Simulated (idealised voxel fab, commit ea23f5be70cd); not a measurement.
process module | voxel transistor to metal
cross-section cut | 195 nm wide | cells 5 nm
A cross-section is a grid of square cells, given in bands from the top down. A band is one or more rows of cells.
Each band's line starts with the height of the band's top and of its bottom, in nm. Then come its materials from left to right, each with its width in nm. One material with "throughout" fills the band from edge to edge. "air" is empty space.
Height 0 is the level under which the wafer as received is all one material. The lowest band goes on downwards, as in "0 down".
A width such as "30 to 40" changes by the same amount from each row of cells to the next, from the band's top row to its bottom row.
"no change" after a step means that no cell of the cross-section changed.
closed voids: empty space of 8 cells or more with no open way to the top, each as width x height at its distance from the left edge, in nm
after a step's settings: what the simulator itself notes on the step
overlay nm, on a step with a mask: how far to the right of its planned place the mask lay; to the left if negative
plan
1 op RECEIVE | material Si
2 op CONFORMAL_DEP | material SiO2 | thk nm 5
3 op CONFORMAL_DEP | material SiN | thk nm 10
4 op MASKED_ETCH | tone cover | mask id ACTIVE | width nm 115 | etch materials SiN | depth nm 10 | overlay nm 0
5 op MASKED_ETCH | tone cover | mask id ACTIVE | width nm 115 | etch materials SiO2 | depth nm 5 | overlay nm 0
6 op MASKED_ETCH | tone cover | mask id ACTIVE | width nm 115 | etch materials Si | depth nm 30 | overlay nm 0
7 op FILL_DEP | material SiO2 | thk nm 5
8 op CMP | height nm 15
9 op SELECTIVE_ETCH | etch materials SiO2 | depth nm 5
10 op STRIP | etch materials SiN
11 op SELECTIVE_ETCH | etch materials SiO2 | depth nm 5
12 op OXIDIZE | depth nm 5
13 op DIRECTIONAL_DEP | material polySi | thk nm 20
14 op DIRECTIONAL_DEP | material SiCN | thk nm 10
15 op PATTERN | tone cover | mask id GATE | material resist | width nm 25 | thk nm 15 | overlay nm 0
16 op DIRECTIONAL_ETCH | etch materials SiCN | depth nm 20
17 op DIRECTIONAL_ETCH | etch materials polySi | depth nm 30
18 op STRIP | etch materials resist
19 op CONFORMAL_DEP | material SiO2 | thk nm 5
20 op DIRECTIONAL_ETCH | etch materials SiO2 | depth nm 5
21 op CONFORMAL_DEP | material SiN | thk nm 10
22 op DIRECTIONAL_ETCH | etch materials SiN | depth nm 10
23 op DIRECTIONAL_ETCH | etch materials SiO2 | depth nm 5
24 op DIRECTIONAL_ETCH | etch materials Si | depth nm 15
25 op EPI | material SiGe | thk nm 15
26 op FILL_DEP | material SiO2 | thk nm 5
27 op CMP | height nm 20
28 op STRIP | etch materials polySi
29 op SELECTIVE_ETCH | etch materials SiO2 | depth nm 5
30 op CONFORMAL_DEP | material HfO2 | thk nm 5
31 op CONFORMAL_DEP | material TiN | thk nm 5
32 op FILL_DEP | material W | thk nm 10
33 op CMP | height nm 15
34 op DIRECTIONAL_DEP | material SiO2 | thk nm 15
35 op MASKED_ETCH | tone open | mask id CONTACT | width nm 15 | pitch nm 80 | etch materials SiO2 | depth nm 20 | overlay nm 0
36 op CONFORMAL_DEP | material TiN | thk nm 5
37 op FILL_DEP | material W | thk nm 10
38 op CMP | height nm 30
39 op CONFORMAL_DEP | material SiCN | thk nm 5
40 op DIRECTIONAL_DEP | material SiO2 | thk nm 25
41 op MASKED_ETCH | tone open | mask id METAL_1 | width nm 15 | pitch nm 80 | etch materials SiO2 | depth nm 25 | overlay nm 0
42 op MASKED_ETCH | tone open | mask id METAL_1 | width nm 15 | pitch nm 80 | etch materials SiCN | depth nm 5 | overlay nm 0
43 op CONFORMAL_DEP | material TiN | thk nm 5
44 op FILL_DEP | material Cu | thk nm 5
45 op CMP | height nm 60
46 op CONFORMAL_DEP | material SiCN | thk nm 5
47 op DIRECTIONAL_DEP | material lowk | thk nm 25
48 op MASKED_ETCH | tone open | mask id METAL_2 | width nm 15 | pitch nm 80 | etch materials lowk | depth nm 15 | overlay nm 0
49 op DIRECTIONAL_DEP | material aC | thk nm 10
50 op PATTERN | tone open | mask id METAL_2_HOLES | material resist | width nm 15 | pitch nm 80 | thk nm 30 | overlay nm 0
51 op DIRECTIONAL_ETCH | etch materials aC | depth nm 10
52 op STRIP | etch materials resist
53 op DIRECTIONAL_ETCH | etch materials lowk | depth nm 10
54 op DIRECTIONAL_ETCH | etch materials SiCN | depth nm 5
55 op STRIP | etch materials aC
56 op CONFORMAL_DEP | material TiN | thk nm 5
57 op FILL_DEP | material Cu | thk nm 10
58 op CMP | height nm 90
59 op CONFORMAL_DEP | material SiN | thk nm 5
first wafer, as planned
as received, after step 1
  0 down: Si throughout
  closed voids: none
after step 2
  5 to 0: SiO2 throughout
  below 0: unchanged
after step 3
  15 to 5: SiN throughout
  below 5: unchanged
after step 4
  15 to 5: air 40 | SiN 115 | air 40
  below 5: unchanged
after step 5
  15 to 5: air 40 | SiN 115 | air 40
  5 to 0: air 40 | SiO2 115 | air 40
  below 0: unchanged
after step 6
  15 to 5: air 40 | SiN 115 | air 40
  5 to 0: air 40 | SiO2 115 | air 40
  0 to -30: air 40 | Si 115 | air 40
  below -30: unchanged
after step 7
  20 to 15: SiO2 throughout
  15 to 5: SiO2 40 | SiN 115 | SiO2 40
  5 to 0: SiO2 throughout
  0 to -30: SiO2 40 | Si 115 | SiO2 40
  below -30: unchanged
after step 8
  15 to 5: SiO2 40 | SiN 115 | SiO2 40
  below 5: unchanged
after step 9
  15 to 10: air 40 | SiN 115 | air 40
  below 10: unchanged
after step 10
  10 to 5: SiO2 40 | air 115 | SiO2 40
  below 5: unchanged
after step 11
  5 to 0: SiO2 35 | air 125 | SiO2 35
  below 0: unchanged
after step 12
  5 to 0: SiO2 35 | air 125 | SiO2 35
  0 to -5: SiO2 throughout
  below -5: unchanged
after step 13
  25 to 20: polySi 35 | air 125 | polySi 35
  20 to 5: polySi throughout
  5 to 0: SiO2 35 | polySi 125 | SiO2 35
  below 0: unchanged
after step 14
  35 to 30: SiCN 35 | air 125 | SiCN 35
  30 to 25: SiCN throughout
  25 to 20: polySi 35 | SiCN 125 | polySi 35
  below 20: unchanged
after step 15
  50 to 35: air 85 | resist 25 | air 85
  35 to 30: SiCN 35 | air 50 | resist 25 | air 50 | SiCN 35
  below 30: unchanged
after step 16
  50 to 30: air 85 | resist 25 | air 85
  30 to 25: air 85 | SiCN 25 | air 85
  25 to 20: polySi 35 | air 50 | SiCN 25 | air 50 | polySi 35
  below 20: unchanged
after step 17
  50 to 30: air 85 | resist 25 | air 85
  30 to 20: air 85 | SiCN 25 | air 85
  20 to 5: air 85 | polySi 25 | air 85
  5 to 0: SiO2 35 | air 50 | polySi 25 | air 50 | SiO2 35
  below 0: unchanged
after step 18
  30 to 20: air 85 | SiCN 25 | air 85
  below 20: unchanged
after step 19
  35 to 30: air 80 | SiO2 35 | air 80
  30 to 20: air 80 | SiO2 5 | SiCN 25 | SiO2 5 | air 80
  20 to 10: air 80 | SiO2 5 | polySi 25 | SiO2 5 | air 80
  10 to 5: SiO2 40 | air 40 | SiO2 5 | polySi 25 | SiO2 5 | air 40 | SiO2 40
  5 to 0: SiO2 85 | polySi 25 | SiO2 85
  below 0: unchanged
after step 20
  30 to 20: air 80 | SiO2 5 | SiCN 25 | SiO2 5 | air 80
  20 to 5: air 80 | SiO2 5 | polySi 25 | SiO2 5 | air 80
  5 to 0: SiO2 40 | air 40 | SiO2 5 | polySi 25 | SiO2 5 | air 40 | SiO2 40
  below 0: unchanged
after step 21
  40 to 30: air 70 | SiN 55 | air 70
  30 to 20: air 70 | SiN 10 | SiO2 5 | SiCN 25 | SiO2 5 | SiN 10 | air 70
  20 to 15: air 70 | SiN 10 | SiO2 5 | polySi 25 | SiO2 5 | SiN 10 | air 70
  15 to 10: SiN 50 | air 20 | SiN 10 | SiO2 5 | polySi 25 | SiO2 5 | SiN 10 | air 20 | SiN 50
  10 to 5: SiN 80 | SiO2 5 | polySi 25 | SiO2 5 | SiN 80
  5 to 0: SiO2 40 | SiN 40 | SiO2 5 | polySi 25 | SiO2 5 | SiN 40 | SiO2 40
  below 0: unchanged
after step 22
  30 to 20: air 70 | SiN 10 | SiO2 5 | SiCN 25 | SiO2 5 | SiN 10 | air 70
  20 to 5: air 70 | SiN 10 | SiO2 5 | polySi 25 | SiO2 5 | SiN 10 | air 70
  5 to 0: SiO2 40 | SiN 10 | air 20 | SiN 10 | SiO2 5 | polySi 25 | SiO2 5 | SiN 10 | air 20 | SiN 10 | SiO2 40
  below 0: unchanged
after step 23
  30 to 25: air 70 | SiN 10 | air 5 | SiCN 25 | air 5 | SiN 10 | air 70
  25 to 20: air 70 | SiN 10 | SiO2 5 | SiCN 25 | SiO2 5 | SiN 10 | air 70
  20 to 5: air 70 | SiN 10 | SiO2 5 | polySi 25 | SiO2 5 | SiN 10 | air 70
  5 to 0: air 40 | SiN 10 | air 20 | SiN 10 | SiO2 5 | polySi 25 | SiO2 5 | SiN 10 | air 20 | SiN 10 | air 40
  0 to -5: SiO2 50 | air 20 | SiO2 55 | air 20 | SiO2 50
  below -5: unchanged
after step 24
  30 to 25: air 70 | SiN 10 | air 5 | SiCN 25 | air 5 | SiN 10 | air 70
  25 to 20: air 70 | SiN 10 | SiO2 5 | SiCN 25 | SiO2 5 | SiN 10 | air 70
  20 to 5: air 70 | SiN 10 | SiO2 5 | polySi 25 | SiO2 5 | SiN 10 | air 70
  5 to 0: air 40 | SiN 10 | air 20 | SiN 10 | SiO2 5 | polySi 25 | SiO2 5 | SiN 10 | air 20 | SiN 10 | air 40
  0 to -5: SiO2 50 | air 20 | SiO2 55 | air 20 | SiO2 50
  -5 to -20: SiO2 40 | Si 10 | air 20 | Si 55 | air 20 | Si 10 | SiO2 40
  below -20: unchanged
after step 25
  30 to 25: air 70 | SiN 10 | air 5 | SiCN 25 | air 5 | SiN 10 | air 70
  25 to 20: air 70 | SiN 10 | SiO2 5 | SiCN 25 | SiO2 5 | SiN 10 | air 70
  20 to 10: air 70 | SiN 10 | SiO2 5 | polySi 25 | SiO2 5 | SiN 10 | air 70
  10 to 5: air 45 | SiGe 25 | SiN 10 | SiO2 5 | polySi 25 | SiO2 5 | SiN 10 | SiGe 25 | air 45
  5 to 0: air 40 | SiN 10 | SiGe 20 | SiN 10 | SiO2 5 | polySi 25 | SiO2 5 | SiN 10 | SiGe 20 | SiN 10 | air 40
  0 to -5: SiO2 50 | SiGe 20 | SiO2 55 | SiGe 20 | SiO2 50
  -5 to -20: SiO2 40 | Si 10 | SiGe 20 | Si 55 | SiGe 20 | Si 10 | SiO2 40
  below -20: unchanged
after step 26
  35 to 30: SiO2 throughout
  30 to 20: SiO2 70 | SiN 10 | SiO2 5 | SiCN 25 | SiO2 5 | SiN 10 | SiO2 70
  20 to 10: SiO2 70 | SiN 10 | SiO2 5 | polySi 25 | SiO2 5 | SiN 10 | SiO2 70
  10 to 5: SiO2 45 | SiGe 25 | SiN 10 | SiO2 5 | polySi 25 | SiO2 5 | SiN 10 | SiGe 25 | SiO2 45
  5 to 0: SiO2 40 | SiN 10 | SiGe 20 | SiN 10 | SiO2 5 | polySi 25 | SiO2 5 | SiN 10 | SiGe 20 | SiN 10 | SiO2 40
  below 0: unchanged
after step 27
  20 to 10: SiO2 70 | SiN 10 | SiO2 5 | polySi 25 | SiO2 5 | SiN 10 | SiO2 70
  below 10: unchanged
after step 28
  20 to 10: SiO2 70 | SiN 10 | SiO2 5 | air 25 | SiO2 5 | SiN 10 | SiO2 70
  10 to 5: SiO2 45 | SiGe 25 | SiN 10 | SiO2 5 | air 25 | SiO2 5 | SiN 10 | SiGe 25 | SiO2 45
  5 to 0: SiO2 40 | SiN 10 | SiGe 20 | SiN 10 | SiO2 5 | air 25 | SiO2 5 | SiN 10 | SiGe 20 | SiN 10 | SiO2 40
  below 0: unchanged
after step 29
  20 to 15: air 70 | SiN 10 | air 35 | SiN 10 | air 70
  15 to 10: SiO2 70 | SiN 10 | air 35 | SiN 10 | SiO2 70
  10 to 5: SiO2 45 | SiGe 25 | SiN 10 | air 35 | SiN 10 | SiGe 25 | SiO2 45
  5 to 0: SiO2 40 | SiN 10 | SiGe 20 | SiN 10 | air 35 | SiN 10 | SiGe 20 | SiN 10 | SiO2 40
  0 to -5: SiO2 50 | SiGe 20 | SiO2 10 | air 35 | SiO2 10 | SiGe 20 | SiO2 50
  below -5: unchanged
after step 30
  25 to 20: air 65 | HfO2 20 | air 25 | HfO2 20 | air 65
  20 to 15: HfO2 70 | SiN 10 | HfO2 5 | air 25 | HfO2 5 | SiN 10 | HfO2 70
  15 to 10: SiO2 70 | SiN 10 | HfO2 5 | air 25 | HfO2 5 | SiN 10 | SiO2 70
  10 to 5: SiO2 45 | SiGe 25 | SiN 10 | HfO2 5 | air 25 | HfO2 5 | SiN 10 | SiGe 25 | SiO2 45
  5 to 0: SiO2 40 | SiN 10 | SiGe 20 | SiN 10 | HfO2 5 | air 25 | HfO2 5 | SiN 10 | SiGe 20 | SiN 10 | SiO2 40
  0 to -5: SiO2 50 | SiGe 20 | SiO2 10 | HfO2 35 | SiO2 10 | SiGe 20 | SiO2 50
  below -5: unchanged
after step 31
  30 to 25: air 60 | TiN 30 | air 15 | TiN 30 | air 60
  25 to 20: TiN 65 | HfO2 20 | TiN 5 | air 15 | TiN 5 | HfO2 20 | TiN 65
  20 to 15: HfO2 70 | SiN 10 | HfO2 5 | TiN 5 | air 15 | TiN 5 | HfO2 5 | SiN 10 | HfO2 70
  15 to 10: SiO2 70 | SiN 10 | HfO2 5 | TiN 5 | air 15 | TiN 5 | HfO2 5 | SiN 10 | SiO2 70
  10 to 5: SiO2 45 | SiGe 25 | SiN 10 | HfO2 5 | TiN 5 | air 15 | TiN 5 | HfO2 5 | SiN 10 | SiGe 25 | SiO2 45
  5 to 0: SiO2 40 | SiN 10 | SiGe 20 | SiN 10 | HfO2 5 | TiN 25 | HfO2 5 | SiN 10 | SiGe 20 | SiN 10 | SiO2 40
  below 0: unchanged
after step 32
  40 to 30: W throughout
  30 to 25: W 60 | TiN 30 | W 15 | TiN 30 | W 60
  25 to 20: TiN 65 | HfO2 20 | TiN 5 | W 15 | TiN 5 | HfO2 20 | TiN 65
  20 to 15: HfO2 70 | SiN 10 | HfO2 5 | TiN 5 | W 15 | TiN 5 | HfO2 5 | SiN 10 | HfO2 70
  15 to 10: SiO2 70 | SiN 10 | HfO2 5 | TiN 5 | W 15 | TiN 5 | HfO2 5 | SiN 10 | SiO2 70
  10 to 5: SiO2 45 | SiGe 25 | SiN 10 | HfO2 5 | TiN 5 | W 15 | TiN 5 | HfO2 5 | SiN 10 | SiGe 25 | SiO2 45
  below 5: unchanged
after step 33
  15 to 10: SiO2 70 | SiN 10 | HfO2 5 | TiN 5 | W 15 | TiN 5 | HfO2 5 | SiN 10 | SiO2 70
  below 10: unchanged
after step 34
  30 to 15: SiO2 throughout
  below 15: unchanged
after step 35
  30 to 15: SiO2 50 | air 15 | SiO2 65 | air 15 | SiO2 50
  15 to 10: SiO2 50 | air 15 | SiO2 5 | SiN 10 | HfO2 5 | TiN 5 | W 15 | TiN 5 | HfO2 5 | SiN 10 | SiO2 5 | air 15 | SiO2 50
  below 10: unchanged
after step 36
  35 to 30: TiN 55 | air 5 | TiN 75 | air 5 | TiN 55
  30 to 15: SiO2 50 | TiN 5 | air 5 | TiN 5 | SiO2 65 | TiN 5 | air 5 | TiN 5 | SiO2 50
  15 to 10: SiO2 50 | TiN 15 | SiO2 5 | SiN 10 | HfO2 5 | TiN 5 | W 15 | TiN 5 | HfO2 5 | SiN 10 | SiO2 5 | TiN 15 | SiO2 50
  below 10: unchanged
after step 37
  45 to 35: W throughout
  35 to 30: TiN 55 | W 5 | TiN 75 | W 5 | TiN 55
  30 to 15: SiO2 50 | TiN 5 | W 5 | TiN 5 | SiO2 65 | TiN 5 | W 5 | TiN 5 | SiO2 50
  below 15: unchanged
after step 38
  30 to 15: SiO2 50 | TiN 5 | W 5 | TiN 5 | SiO2 65 | TiN 5 | W 5 | TiN 5 | SiO2 50
  below 15: unchanged
after step 39
  35 to 30: SiCN throughout
  below 30: unchanged
after step 40
  60 to 35: SiO2 throughout
  below 35: unchanged
after step 41
  60 to 35: SiO2 50 | air 15 | SiO2 65 | air 15 | SiO2 50
  below 35: unchanged
after step 42
  60 to 35: SiO2 50 | air 15 | SiO2 65 | air 15 | SiO2 50
  35 to 30: SiCN 50 | air 15 | SiCN 65 | air 15 | SiCN 50
  below 30: unchanged
after step 43
  65 to 60: TiN 55 | air 5 | TiN 75 | air 5 | TiN 55
  60 to 35: SiO2 50 | TiN 5 | air 5 | TiN 5 | SiO2 65 | TiN 5 | air 5 | TiN 5 | SiO2 50
  35 to 30: SiCN 50 | TiN 15 | SiCN 65 | TiN 15 | SiCN 50
  below 30: unchanged
after step 44
  70 to 65: Cu throughout
  65 to 60: TiN 55 | Cu 5 | TiN 75 | Cu 5 | TiN 55
  60 to 35: SiO2 50 | TiN 5 | Cu 5 | TiN 5 | SiO2 65 | TiN 5 | Cu 5 | TiN 5 | SiO2 50
  below 35: unchanged
after step 45
  60 to 35: SiO2 50 | TiN 5 | Cu 5 | TiN 5 | SiO2 65 | TiN 5 | Cu 5 | TiN 5 | SiO2 50
  below 35: unchanged
after step 46
  65 to 60: SiCN throughout
  below 60: unchanged
after step 47
  90 to 65: lowk throughout
  below 65: unchanged
after step 48
  90 to 75: lowk 50 | air 15 | lowk 65 | air 15 | lowk 50
  below 75: unchanged
after step 49
  100 to 90: aC 50 | air 15 | aC 65 | air 15 | aC 50
  90 to 85: lowk 50 | air 15 | lowk 65 | air 15 | lowk 50
  85 to 75: lowk 50 | aC 15 | lowk 65 | aC 15 | lowk 50
  below 75: unchanged
after step 50
  130 to 100: resist 50 | air 15 | resist 65 | air 15 | resist 50
  below 100: unchanged
after step 51
  120 to 100: resist 50 | air 15 | resist 65 | air 15 | resist 50
  100 to 90: aC 50 | air 15 | aC 65 | air 15 | aC 50
  90 to 75: lowk 50 | air 15 | lowk 65 | air 15 | lowk 50
  below 75: unchanged
after step 52
  100 to 90: aC 50 | air 15 | aC 65 | air 15 | aC 50
  below 90: unchanged
after step 53
  100 to 90: aC 50 | air 15 | aC 65 | air 15 | aC 50
  90 to 65: lowk 50 | air 15 | lowk 65 | air 15 | lowk 50
  below 65: unchanged
after step 54
  100 to 90: aC 50 | air 15 | aC 65 | air 15 | aC 50
  90 to 65: lowk 50 | air 15 | lowk 65 | air 15 | lowk 50
  65 to 60: SiCN 50 | air 15 | SiCN 65 | air 15 | SiCN 50
  below 60: unchanged
after step 55
  90 to 65: lowk 50 | air 15 | lowk 65 | air 15 | lowk 50
  below 65: unchanged
after step 56
  95 to 90: TiN 55 | air 5 | TiN 75 | air 5 | TiN 55
  90 to 65: lowk 50 | TiN 5 | air 5 | TiN 5 | lowk 65 | TiN 5 | air 5 | TiN 5 | lowk 50
  65 to 60: SiCN 50 | TiN 15 | SiCN 65 | TiN 15 | SiCN 50
  below 60: unchanged
after step 57
  105 to 95: Cu throughout
  95 to 90: TiN 55 | Cu 5 | TiN 75 | Cu 5 | TiN 55
  90 to 65: lowk 50 | TiN 5 | Cu 5 | TiN 5 | lowk 65 | TiN 5 | Cu 5 | TiN 5 | lowk 50
  below 65: unchanged
after step 58
  90 to 65: lowk 50 | TiN 5 | Cu 5 | TiN 5 | lowk 65 | TiN 5 | Cu 5 | TiN 5 | lowk 50
  below 65: unchanged
after step 59
  95 to 90: SiN throughout
  below 90: unchanged
second wafer: like start, like plan, one mistake. Through step 23 it matches the first wafer
when step 24 should have ended
  30 to 25: air 70 | SiN 10 | air 5 | SiCN 25 | air 5 | SiN 10 | air 70
  25 to 20: air 70 | SiN 10 | SiO2 5 | SiCN 25 | SiO2 5 | SiN 10 | air 70
  20 to 5: air 70 | SiN 10 | SiO2 5 | polySi 25 | SiO2 5 | SiN 10 | air 70
  5 to 0: air 40 | SiN 10 | air 20 | SiN 10 | SiO2 5 | polySi 25 | SiO2 5 | SiN 10 | air 20 | SiN 10 | air 40
  0 to -5: SiO2 50 | air 20 | SiO2 55 | air 20 | SiO2 50
  -5 to -30: SiO2 40 | Si 10 | air 20 | Si 55 | air 20 | Si 10 | SiO2 40
  -30 to -35: Si 50 | air 20 | Si 55 | air 20 | Si 50
  below -35: unchanged
when step 25 should have ended
  30 to 25: air 70 | SiN 10 | air 5 | SiCN 25 | air 5 | SiN 10 | air 70
  25 to 20: air 70 | SiN 10 | SiO2 5 | SiCN 25 | SiO2 5 | SiN 10 | air 70
  20 to 10: air 70 | SiN 10 | SiO2 5 | polySi 25 | SiO2 5 | SiN 10 | air 70
  10 to 5: air 45 | SiGe 25 | SiN 10 | SiO2 5 | polySi 25 | SiO2 5 | SiN 10 | SiGe 25 | air 45
  5 to 0: air 40 | SiN 10 | SiGe 20 | SiN 10 | SiO2 5 | polySi 25 | SiO2 5 | SiN 10 | SiGe 20 | SiN 10 | air 40
  0 to -5: SiO2 50 | SiGe 20 | SiO2 55 | SiGe 20 | SiO2 50
  -5 to -30: SiO2 40 | Si 10 | SiGe 20 | Si 55 | SiGe 20 | Si 10 | SiO2 40
  -30 to -35: Si 50 | SiGe 20 | Si 55 | SiGe 20 | Si 50
  below -35: unchanged
when step 26 should have ended
  35 to 30: SiO2 throughout
  30 to 20: SiO2 70 | SiN 10 | SiO2 5 | SiCN 25 | SiO2 5 | SiN 10 | SiO2 70
  20 to 10: SiO2 70 | SiN 10 | SiO2 5 | polySi 25 | SiO2 5 | SiN 10 | SiO2 70
  10 to 5: SiO2 45 | SiGe 25 | SiN 10 | SiO2 5 | polySi 25 | SiO2 5 | SiN 10 | SiGe 25 | SiO2 45
  5 to 0: SiO2 40 | SiN 10 | SiGe 20 | SiN 10 | SiO2 5 | polySi 25 | SiO2 5 | SiN 10 | SiGe 20 | SiN 10 | SiO2 40
  below 0: unchanged
when step 27 should have ended
  20 to 10: SiO2 70 | SiN 10 | SiO2 5 | polySi 25 | SiO2 5 | SiN 10 | SiO2 70
  below 10: unchanged
when step 28 should have ended
  20 to 10: SiO2 70 | SiN 10 | SiO2 5 | air 25 | SiO2 5 | SiN 10 | SiO2 70
  10 to 5: SiO2 45 | SiGe 25 | SiN 10 | SiO2 5 | air 25 | SiO2 5 | SiN 10 | SiGe 25 | SiO2 45
  5 to 0: SiO2 40 | SiN 10 | SiGe 20 | SiN 10 | SiO2 5 | air 25 | SiO2 5 | SiN 10 | SiGe 20 | SiN 10 | SiO2 40
  below 0: unchanged
when step 29 should have ended
  20 to 15: air 70 | SiN 10 | air 35 | SiN 10 | air 70
  15 to 10: SiO2 70 | SiN 10 | air 35 | SiN 10 | SiO2 70
  10 to 5: SiO2 45 | SiGe 25 | SiN 10 | air 35 | SiN 10 | SiGe 25 | SiO2 45
  5 to 0: SiO2 40 | SiN 10 | SiGe 20 | SiN 10 | air 35 | SiN 10 | SiGe 20 | SiN 10 | SiO2 40
  0 to -5: SiO2 50 | SiGe 20 | SiO2 10 | air 35 | SiO2 10 | SiGe 20 | SiO2 50
  below -5: unchanged
when step 30 should have ended
  25 to 20: air 65 | HfO2 20 | air 25 | HfO2 20 | air 65
  20 to 15: HfO2 70 | SiN 10 | HfO2 5 | air 25 | HfO2 5 | SiN 10 | HfO2 70
  15 to 10: SiO2 70 | SiN 10 | HfO2 5 | air 25 | HfO2 5 | SiN 10 | SiO2 70
  10 to 5: SiO2 45 | SiGe 25 | SiN 10 | HfO2 5 | air 25 | HfO2 5 | SiN 10 | SiGe 25 | SiO2 45
  5 to 0: SiO2 40 | SiN 10 | SiGe 20 | SiN 10 | HfO2 5 | air 25 | HfO2 5 | SiN 10 | SiGe 20 | SiN 10 | SiO2 40
  0 to -5: SiO2 50 | SiGe 20 | SiO2 10 | HfO2 35 | SiO2 10 | SiGe 20 | SiO2 50
  below -5: unchanged
when step 31 should have ended
  30 to 25: air 60 | TiN 30 | air 15 | TiN 30 | air 60
  25 to 20: TiN 65 | HfO2 20 | TiN 5 | air 15 | TiN 5 | HfO2 20 | TiN 65
  20 to 15: HfO2 70 | SiN 10 | HfO2 5 | TiN 5 | air 15 | TiN 5 | HfO2 5 | SiN 10 | HfO2 70
  15 to 10: SiO2 70 | SiN 10 | HfO2 5 | TiN 5 | air 15 | TiN 5 | HfO2 5 | SiN 10 | SiO2 70
  10 to 5: SiO2 45 | SiGe 25 | SiN 10 | HfO2 5 | TiN 5 | air 15 | TiN 5 | HfO2 5 | SiN 10 | SiGe 25 | SiO2 45
  5 to 0: SiO2 40 | SiN 10 | SiGe 20 | SiN 10 | HfO2 5 | TiN 25 | HfO2 5 | SiN 10 | SiGe 20 | SiN 10 | SiO2 40
  below 0: unchanged
when step 32 should have ended
  40 to 30: W throughout
  30 to 25: W 60 | TiN 30 | W 15 | TiN 30 | W 60
  25 to 20: TiN 65 | HfO2 20 | TiN 5 | W 15 | TiN 5 | HfO2 20 | TiN 65
  20 to 15: HfO2 70 | SiN 10 | HfO2 5 | TiN 5 | W 15 | TiN 5 | HfO2 5 | SiN 10 | HfO2 70
  15 to 10: SiO2 70 | SiN 10 | HfO2 5 | TiN 5 | W 15 | TiN 5 | HfO2 5 | SiN 10 | SiO2 70
  10 to 5: SiO2 45 | SiGe 25 | SiN 10 | HfO2 5 | TiN 5 | W 15 | TiN 5 | HfO2 5 | SiN 10 | SiGe 25 | SiO2 45
  below 5: unchanged
when step 33 should have ended
  15 to 10: SiO2 70 | SiN 10 | HfO2 5 | TiN 5 | W 15 | TiN 5 | HfO2 5 | SiN 10 | SiO2 70
  below 10: unchanged
when step 34 should have ended
  30 to 15: SiO2 throughout
  below 15: unchanged
when step 35 should have ended
  30 to 15: SiO2 50 | air 15 | SiO2 65 | air 15 | SiO2 50
  15 to 10: SiO2 50 | air 15 | SiO2 5 | SiN 10 | HfO2 5 | TiN 5 | W 15 | TiN 5 | HfO2 5 | SiN 10 | SiO2 5 | air 15 | SiO2 50
  below 10: unchanged
when step 36 should have ended
  35 to 30: TiN 55 | air 5 | TiN 75 | air 5 | TiN 55
  30 to 15: SiO2 50 | TiN 5 | air 5 | TiN 5 | SiO2 65 | TiN 5 | air 5 | TiN 5 | SiO2 50
  15 to 10: SiO2 50 | TiN 15 | SiO2 5 | SiN 10 | HfO2 5 | TiN 5 | W 15 | TiN 5 | HfO2 5 | SiN 10 | SiO2 5 | TiN 15 | SiO2 50
  below 10: unchanged
when step 37 should have ended
  45 to 35: W throughout
  35 to 30: TiN 55 | W 5 | TiN 75 | W 5 | TiN 55
  30 to 15: SiO2 50 | TiN 5 | W 5 | TiN 5 | SiO2 65 | TiN 5 | W 5 | TiN 5 | SiO2 50
  below 15: unchanged
when step 38 should have ended
  30 to 15: SiO2 50 | TiN 5 | W 5 | TiN 5 | SiO2 65 | TiN 5 | W 5 | TiN 5 | SiO2 50
  below 15: unchanged
when step 39 should have ended
  35 to 30: SiCN throughout
  below 30: unchanged
when step 40 should have ended
  60 to 35: SiO2 throughout
  below 35: unchanged
when step 41 should have ended
  60 to 35: SiO2 50 | air 15 | SiO2 65 | air 15 | SiO2 50
  below 35: unchanged
when step 42 should have ended
  60 to 35: SiO2 50 | air 15 | SiO2 65 | air 15 | SiO2 50
  35 to 30: SiCN 50 | air 15 | SiCN 65 | air 15 | SiCN 50
  below 30: unchanged
when step 43 should have ended
  65 to 60: TiN 55 | air 5 | TiN 75 | air 5 | TiN 55
  60 to 35: SiO2 50 | TiN 5 | air 5 | TiN 5 | SiO2 65 | TiN 5 | air 5 | TiN 5 | SiO2 50
  35 to 30: SiCN 50 | TiN 15 | SiCN 65 | TiN 15 | SiCN 50
  below 30: unchanged
when step 44 should have ended
  70 to 65: Cu throughout
  65 to 60: TiN 55 | Cu 5 | TiN 75 | Cu 5 | TiN 55
  60 to 35: SiO2 50 | TiN 5 | Cu 5 | TiN 5 | SiO2 65 | TiN 5 | Cu 5 | TiN 5 | SiO2 50
  below 35: unchanged
when step 45 should have ended
  60 to 35: SiO2 50 | TiN 5 | Cu 5 | TiN 5 | SiO2 65 | TiN 5 | Cu 5 | TiN 5 | SiO2 50
  below 35: unchanged
when step 46 should have ended
  65 to 60: SiCN throughout
  below 60: unchanged
when step 47 should have ended
  90 to 65: lowk throughout
  below 65: unchanged
when step 48 should have ended
  90 to 75: lowk 50 | air 15 | lowk 65 | air 15 | lowk 50
  below 75: unchanged
when step 49 should have ended
  100 to 90: aC 50 | air 15 | aC 65 | air 15 | aC 50
  90 to 85: lowk 50 | air 15 | lowk 65 | air 15 | lowk 50
  85 to 75: lowk 50 | aC 15 | lowk 65 | aC 15 | lowk 50
  below 75: unchanged
when step 50 should have ended
  130 to 100: resist 50 | air 15 | resist 65 | air 15 | resist 50
  below 100: unchanged
when step 51 should have ended
  120 to 100: resist 50 | air 15 | resist 65 | air 15 | resist 50
  100 to 90: aC 50 | air 15 | aC 65 | air 15 | aC 50
  90 to 75: lowk 50 | air 15 | lowk 65 | air 15 | lowk 50
  below 75: unchanged
when step 52 should have ended
  100 to 90: aC 50 | air 15 | aC 65 | air 15 | aC 50
  below 90: unchanged
when step 53 should have ended
  100 to 90: aC 50 | air 15 | aC 65 | air 15 | aC 50
  90 to 65: lowk 50 | air 15 | lowk 65 | air 15 | lowk 50
  below 65: unchanged
when step 54 should have ended
  100 to 90: aC 50 | air 15 | aC 65 | air 15 | aC 50
  90 to 65: lowk 50 | air 15 | lowk 65 | air 15 | lowk 50
  65 to 60: SiCN 50 | air 15 | SiCN 65 | air 15 | SiCN 50
  below 60: unchanged
when step 55 should have ended
  90 to 65: lowk 50 | air 15 | lowk 65 | air 15 | lowk 50
  below 65: unchanged
when step 56 should have ended
  95 to 90: TiN 55 | air 5 | TiN 75 | air 5 | TiN 55
  90 to 65: lowk 50 | TiN 5 | air 5 | TiN 5 | lowk 65 | TiN 5 | air 5 | TiN 5 | lowk 50
  65 to 60: SiCN 50 | TiN 15 | SiCN 65 | TiN 15 | SiCN 50
  below 60: unchanged
when step 57 should have ended
  105 to 95: Cu throughout
  95 to 90: TiN 55 | Cu 5 | TiN 75 | Cu 5 | TiN 55
  90 to 65: lowk 50 | TiN 5 | Cu 5 | TiN 5 | lowk 65 | TiN 5 | Cu 5 | TiN 5 | lowk 50
  below 65: unchanged
when step 58 should have ended
  90 to 65: lowk 50 | TiN 5 | Cu 5 | TiN 5 | lowk 65 | TiN 5 | Cu 5 | TiN 5 | lowk 50
  below 65: unchanged
when step 59 should have ended
  95 to 90: SiN throughout
  below 90: unchanged
what went wrong: step 24 was run twice
at the end the second wafer has, in cells: 24 fewer of Si | 24 more of SiGe
